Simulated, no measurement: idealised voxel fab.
process module | voxel fin reveal
cross-section cut | 230 nm wide | cells 5 nm
A cross-section is a grid of square cells, given in bands from the top down. A band is one or more rows of cells.
Each band's line starts with the height of the band's top and of its bottom, in nm. Then come its materials from left to right, each with its width in nm. One material with "throughout" fills the band from edge to edge. "air" is empty space.
Height 0 is the level under which the wafer as received is all one material. The lowest band goes on downwards, as in "0 down".
A width such as "30 to 40" changes by the same amount from each row of cells to the next, from the band's top row to its bottom row.
"no change" after a step means that no cell of the cross-section changed.
closed voids: empty space of 8 cells or more with no open way to the top, each as width x height at its distance from the left edge, in nm
after a step's settings: what the simulator itself notes on the step
overlay nm, on a step with a mask: how far to the right of its planned place the mask lay; to the left if negative
plan
1 op RECEIVE | material Si
2 op CONFORMAL_DEP | material SiN | thk nm 10
3 op PATTERN | tone cover | mask id FINS | material resist | width nm 15 | pitch nm 35 | thk nm 20 | overlay nm 0
4 op DIRECTIONAL_ETCH | etch materials SiN | depth nm 5
5 op DIRECTIONAL_ETCH | etch materials Si | depth nm 40
6 op STRIP | etch materials resist
7 op OXIDIZE | depth nm 5
8 op FILL_DEP | material SiO2 | thk nm 15
9 op CMP | height nm 10
10 op SELECTIVE_ETCH | etch materials SiO2 | depth nm 20
11 op STRIP | etch materials SiN
12 op CONFORMAL_DEP | material SiO2 | thk nm 5
varied across the wafers: depth nm of step 4. The plan shows the first wafer's value. All wafers start alike
first wafer as received, after step 1
  0 down: Si throughout
  closed voids: none
first wafer at the end, after step 12
  5 to 0: SiO2 throughout
  0 down: Si throughout
  closed voids: none
last wafer at the end
  5 to 0: air 90 | SiO2 15 | air 20 | SiO2 15 | air 90
  0 to -5: air 90 | SiO2 5 | Si 5 | SiO2 5 | air 20 | SiO2 5 | Si 5 | SiO2 5 | air 90
  -5 to -45: SiO2 95 | Si 5 | SiO2 30 | Si 5 | SiO2 95
  -45 down: Si throughout
  closed voids: none
each wafer at the end: cells of each material gained (+) or lost (-) since it was received, then its closed voids
depth nm 5 | +46 SiO2 | closed voids: none
depth nm 10 | -396 Si | +362 SiO2 | closed voids: none
depth nm 15 | -396 Si | +362 SiO2 | closed voids: none
depth nm 20 | -396 Si | +362 SiO2 | closed voids: none
depth nm 25 | -396 Si | +362 SiO2 | closed voids: none
